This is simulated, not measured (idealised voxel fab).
This is a process module. Its name is voxel gate over fins.
FYI the section here is cut, 300 nm wide, cells are 5 nm squares.
Cross-section layout: square cells on a grid; listed as bands, top to bottom; a band spans one or more cell rows.
Per band: top height and bottom height in nm, followed by the left-to-right materials and their widths in nm; "everywhere" marks a single material spanning edge to edge, "air" marks empty space.
Where do heights start? At 0: under that level the wafer as delivered is made of one material only. And the lowest band has no floor; it just carries on downward, as in "0..down".
Quick explanation for "30 to 40": the width changes in equal steps down the rows of cells, from the first number in the band's top row to the second number in its bottom row.
Where a step carries "no alterations made", the cross-section came out of it unchanged, cell for cell.
Listed in "Sealed internal voids": every empty space of 8 or more cells without an open way to the top. Form: width x height at distance, the distance being from the left edge, all in nm.
Whatever follows a step's settings on its line is a remark the simulator itself makes about that step.
What "overlay nm" on a step's line means: if the step has a mask, that mask lay this far to the right of its planned place, or, when the value is negative, to the left.

### Planned step list for the process
1 RECEIVE [material Si]
2 CONFORMAL_DEP [material SiN] [thk nm 5]
3 DIRECTIONAL_DEP [material aC] [thk nm 10]
4 PATTERN [tone cover] [mask id FINS] [material resist] [width nm 15] [pitch nm 40] [thk nm 30] [overlay nm 0]
5 DIRECTIONAL_ETCH [etch materials aC] [depth nm 10]
6 STRIP [etch materials resist]
7 DIRECTIONAL_ETCH [etch materials SiN] [depth nm 5]
8 DIRECTIONAL_ETCH [etch materials Si] [depth nm 30]
9 STRIP [etch materials aC]
10 OXIDIZE [depth nm 5]
11 FILL_DEP [material SiO2] [thk nm 10]
12 CMP [height nm 5]
13 SELECTIVE_ETCH [etch materials SiO2] [depth nm 20]
14 STRIP [etch materials SiN]
15 CONFORMAL_DEP [material HfO2] [thk nm 5]
16 CONFORMAL_DEP [material TiN] [thk nm 5]
17 CONFORMAL_DEP [material TiAl] [thk nm 5]
18 CONFORMAL_DEP [material TiN] [thk nm 5]
19 FILL_DEP [material W] [thk nm 15]
20 CMP [height nm 30]
21 CONFORMAL_DEP [material SiCN] [thk nm 5]

### Cross-sectional view of the wafer in its as-received condition, corresponding to the state after step 1
	0..down | Si everywhere
	Sealed internal voids: none

### Starting structure and process plan are as shown above, but one mistake was made in running the module; the wafer cross-section at the end of the module follows
	35..30 | SiCN everywhere
	30..20 | W everywhere
	20..15 | W 85, then TiN 125, then W 90
	15..10 | W 85, then TiN 5, then HfO2 35, then TiN 5, then HfO2 35, then TiN 5, then HfO2 35, then TiN 5, then W 90
	10..5 | W 85, then TiN 5, then HfO2 5, then TiN 25, then HfO2 5, then TiN 5, then HfO2 5, then TiN 25, then HfO2 5, then TiN 5, then HfO2 5, then TiN 25, then HfO2 5, then TiN 5, then W 90
	5..0 | TiN 90, then HfO2 5, then TiN 5, then HfO2 15, then TiN 5, then HfO2 5, then TiN 5, then HfO2 5, then TiN 5, then HfO2 15, then TiN 5, then HfO2 5, then TiN 5, then HfO2 5, then TiN 5, then HfO2 15, then TiN 5, then HfO2 5, then TiN 95
	0..-5 | HfO2 95, then TiN 5, then HfO2 5, then Si 5, then HfO2 5, then TiN 5, then HfO2 15, then TiN 5, then HfO2 5, then Si 5, then HfO2 5, then TiN 5, then HfO2 15, then TiN 5, then HfO2 5, then Si 5, then HfO2 5, then TiN 5, then HfO2 100
	-5..-10 | TiN 100, then HfO2 5, then Si 5, then HfO2 5, then TiN 25, then HfO2 5, then Si 5, then HfO2 5, then TiN 25, then HfO2 5, then Si 5, then HfO2 5, then TiN 105
	-10..-15 | HfO2 105, then Si 5, then HfO2 35, then Si 5, then HfO2 35, then Si 5, then HfO2 110
	-15..-35 | SiO2 105, then Si 5, then SiO2 35, then Si 5, then SiO2 35, then Si 5, then SiO2 110
	-35..down | Si everywhere
	Sealed internal voids: none
Deviation noted in wafer processing: step 17 did not happen as planned, as run it was CONFORMAL_DEP [material HfO2] [thk nm 5]
